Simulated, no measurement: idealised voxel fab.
process module | voxel gate over fins
cross-section cut | 195 nm wide | cells 5 nm
A cross-section is a grid of square cells, given in bands from the top down. A band is one or more rows of cells.
Each band's line starts with the height of the band's top and of its bottom, in nm. Then come its materials from left to right, each with its width in nm. One material with "throughout" fills the band from edge to edge. "air" is empty space.
Height 0 is the level under which the wafer as received is all one material. The lowest band goes on downwards, as in "0 down".
A width such as "30 to 40" changes by the same amount from each row of cells to the next, from the band's top row to its bottom row.
"no change" after a step means that no cell of the cross-section changed.
closed voids: empty space of 8 cells or more with no open way to the top, each as width x height at its distance from the left edge, in nm
after a step's settings: what the simulator itself notes on the step
overlay nm, on a step with a mask: how far to the right of its planned place the mask lay; to the left if negative
plan
1 op RECEIVE | material Si
2 op CONFORMAL_DEP | material SiN | thk nm 5
3 op MASKED_ETCH | tone cover | mask id FINS | width nm 15 | pitch nm 55 | etch materials SiN | depth nm 5 | overlay nm 0
4 op MASKED_ETCH | tone cover | mask id FINS | width nm 15 | pitch nm 55 | etch materials Si | depth nm 35 | overlay nm 0
5 op FILL_DEP | material SiO2 | thk nm 15
6 op CMP | height nm 5
7 op DIRECTIONAL_DEP | material aC | thk nm 15
8 op PATTERN | tone open | mask id RAIL | material resist | width nm 15 | thk nm 30 | overlay nm 0
9 op DIRECTIONAL_ETCH | etch materials aC | depth nm 15
10 op STRIP | etch materials resist
11 op DIRECTIONAL_ETCH | etch materials SiO2 | depth nm 35
12 op STRIP | etch materials aC
13 op CONFORMAL_DEP | material TiN | thk nm 5
14 op FILL_DEP | material W | thk nm 5
15 op CMP | height nm 5
16 op SELECTIVE_ETCH | etch materials W Ru TiN | depth nm 20
17 op FILL_DEP | material SiO2 | thk nm 5
18 op CMP | height nm 5
19 op SELECTIVE_ETCH | etch materials SiO2 | depth nm 15
20 op STRIP | etch materials SiN
21 op CONFORMAL_DEP | material HfO2 | thk nm 5
22 op CONFORMAL_DEP | material TiN | thk nm 5
23 op FILL_DEP | material W | thk nm 15
24 op CMP | height nm 20
25 op CONFORMAL_DEP | material SiCN | thk nm 5
as received, after step 1
  0 down: Si throughout
  closed voids: none
first wafer at the end, as planned
  25 to 20: SiCN throughout
  20 to 10: W throughout
  10 to 5: W 25 | TiN 35 | W 20 | TiN 35 | W 20 | TiN 35 | W 25
  5 to 0: W 25 | TiN 5 | HfO2 25 | TiN 5 | W 20 | TiN 5 | HfO2 25 | TiN 5 | W 20 | TiN 5 | HfO2 25 | TiN 5 | W 25
  0 to -5: TiN 30 | HfO2 5 | Si 15 | HfO2 5 | TiN 30 | HfO2 5 | Si 15 | HfO2 5 | TiN 30 | HfO2 5 | Si 15 | HfO2 5 | TiN 30
  -5 to -10: HfO2 35 | Si 15 | HfO2 40 | Si 15 | HfO2 40 | Si 15 | HfO2 35
  -10 to -15: SiO2 35 | Si 15 | SiO2 40 | Si 15 | SiO2 40 | Si 15 | SiO2 35
  -15 to -25: SiO2 35 | Si 15 | SiO2 10 | TiN 5 | W 5 | TiN 5 | SiO2 15 | Si 15 | SiO2 40 | Si 15 | SiO2 35
  -25 to -30: SiO2 35 | Si 15 | SiO2 10 | TiN 15 | SiO2 15 | Si 15 | SiO2 40 | Si 15 | SiO2 35
  -30 to -35: SiO2 35 | Si 15 | SiO2 40 | Si 15 | SiO2 40 | Si 15 | SiO2 35
  -35 down: Si throughout
  closed voids: none
second wafer at the end: like start, like plan, one mistake
  25 to 20: SiCN throughout
  20 to 10: W throughout
  10 to 5: W 25 | HfO2 35 | W 20 | HfO2 35 | W 20 | HfO2 35 | W 25
  5 to 0: W 25 | HfO2 5 | TiN 25 | HfO2 5 | W 20 | HfO2 5 | TiN 25 | HfO2 5 | W 20 | HfO2 5 | TiN 25 | HfO2 5 | W 25
  0 to -5: HfO2 30 | TiN 5 | Si 15 | TiN 5 | HfO2 30 | TiN 5 | Si 15 | TiN 5 | HfO2 30 | TiN 5 | Si 15 | TiN 5 | HfO2 30
  -5 to -10: TiN 35 | Si 15 | TiN 40 | Si 15 | TiN 40 | Si 15 | TiN 35
  -10 to -15: SiO2 35 | Si 15 | SiO2 40 | Si 15 | SiO2 40 | Si 15 | SiO2 35
  -15 to -25: SiO2 35 | Si 15 | SiO2 10 | TiN 5 | W 5 | TiN 5 | SiO2 15 | Si 15 | SiO2 40 | Si 15 | SiO2 35
  -25 to -30: SiO2 35 | Si 15 | SiO2 10 | TiN 15 | SiO2 15 | Si 15 | SiO2 40 | Si 15 | SiO2 35
  -30 to -35: SiO2 35 | Si 15 | SiO2 40 | Si 15 | SiO2 40 | Si 15 | SiO2 35
  -35 down: Si throughout
  closed voids: none
what went wrong: steps 21 and 22 were swapped
at the end the second wafer has, in cells: as many of each material as the first, in other places
